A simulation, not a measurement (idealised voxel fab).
You're looking at the process module voxel trench capacitor.
For reference, the cross-section in this document is cut, with width 185 nm and square cells of 5 nm.
Bands, listed from the top down, are how a cross-section gets written in this document; the cross-section itself is a grid of square cells, and a band is one or more rows of them. The entry gives the band's vertical extent as a top height and a bottom height in nm, then its horizontal make-up as materials from left to right, each with a width in nm. "blank" stands for empty space; a single material marked "throughout" fills the band edge to edge. Height 0 is the level under which the wafer as received is all one material. The lowest band goes on downwards, as in "z 0 and below". The notation "30 to 40" denotes a width that varies across the rows of cells in the band, beginning at the first number in the top row, finishing at the second number in the bottom row, and changing by an identical amount from each row to the next. Step marked "everything unchanged"? Then no cell in the cross-section changed in it. If an empty space has no open way to the top and is at least 8 cells in size, "Listed closed voids" lists it, written width x height at distance, where distance is measured from the left edge and every value is in nm. What comes after the settings on a step's line is commentary from the simulator itself on that step. A step line may carry the setting "overlay nm", which, for steps involving a mask, states the distance by which the mask lay to the right of its intended position; negative values denote displacement to the left.
THE PLANNED PROCESS STEPS ARE ENUMERATED HEREUNDER
1: RECEIVE [material Si]
2: CONFORMAL_DEP [material SiN] [thk nm 5]
3: DIRECTIONAL_DEP [material aC] [thk nm 15]
4: PATTERN [tone open] [mask id TRENCH] [material resist] [width nm 15] [pitch nm 40] [thk nm 35] [overlay nm 0]
5: DIRECTIONAL_ETCH [etch materials aC] [depth nm 15]
6: STRIP [etch materials resist]
7: DIRECTIONAL_ETCH [etch materials SiN] [depth nm 5]
8: DIRECTIONAL_ETCH [etch materials Si] [depth nm 30]
9: STRIP [etch materials aC]
10: CONFORMAL_DEP [material HfO2] [thk nm 5]
11: CONFORMAL_DEP [material TiN] [thk nm 5]
12: FILL_DEP [material W] [thk nm 10]
13: CMP [height nm 5]
Heads up: all these wafers start the same, and what changes between them is the width nm in step 4. The value you see in the plan is just what the first wafer got.
STEP 1 COMPLETE: AS-RECEIVED CROSS-SECTION OF THE FIRST OF SEVERAL WAFERS
* z 0 and below: Si throughout
* Listed closed voids: none
FIRST WAFER OF SEVERAL, CROSS-SECTION, MODULE END, AFTER STEP 13 (LAST)
* z 5 to 0: 45 SiN  5 HfO2  5 TiN  5 HfO2  25 SiN  5 HfO2  5 TiN  5 HfO2  25 SiN  5 HfO2  5 TiN  5 HfO2  45 SiN
* z 0 to -25: 45 Si  5 HfO2  5 TiN  5 HfO2  25 Si  5 HfO2  5 TiN  5 HfO2  25 Si  5 HfO2  5 TiN  5 HfO2  45 Si
* z -25 to -30: 45 Si  15 HfO2  25 Si  15 HfO2  25 Si  15 HfO2  45 Si
* z -30 and below: Si throughout
* Listed closed voids: none
HERE'S THE LAST WAFER CROSS-SECTIONED AT THE END OF THE MODULE
* z 5 to 0: 40 SiN  5 HfO2  5 TiN  5 W  5 TiN  5 HfO2  15 SiN  5 HfO2  5 TiN  5 W  5 TiN  5 HfO2  15 SiN  5 HfO2  5 TiN  5 W  5 TiN  5 HfO2  40 SiN
* z 0 to -20: 40 Si  5 HfO2  5 TiN  5 W  5 TiN  5 HfO2  15 Si  5 HfO2  5 TiN  5 W  5 TiN  5 HfO2  15 Si  5 HfO2  5 TiN  5 W  5 TiN  5 HfO2  40 Si
* z -20 to -25: 40 Si  5 HfO2  15 TiN  5 HfO2  15 Si  5 HfO2  15 TiN  5 HfO2  15 Si  5 HfO2  15 TiN  5 HfO2  40 Si
* z -25 to -30: 40 Si  25 HfO2  15 Si  25 HfO2  15 Si  25 HfO2  40 Si
* z -30 and below: Si throughout
* Listed closed voids: none
END OF MODULE, BY WAFER: MATERIAL-BY-MATERIAL CELL GAIN (+) OR LOSS (-) SINCE RECEIPT, THEN CLOSED VOIDS
width nm 15; +45 HfO2; -54 Si; +28 SiN; +18 TiN; Listed closed voids: none
width nm 20; +48 HfO2; -72 Si; +25 SiN; +36 TiN; Listed closed voids: none
width nm 25; +51 HfO2; -90 Si; +22 SiN; +39 TiN; +15 W; Listed closed voids: none
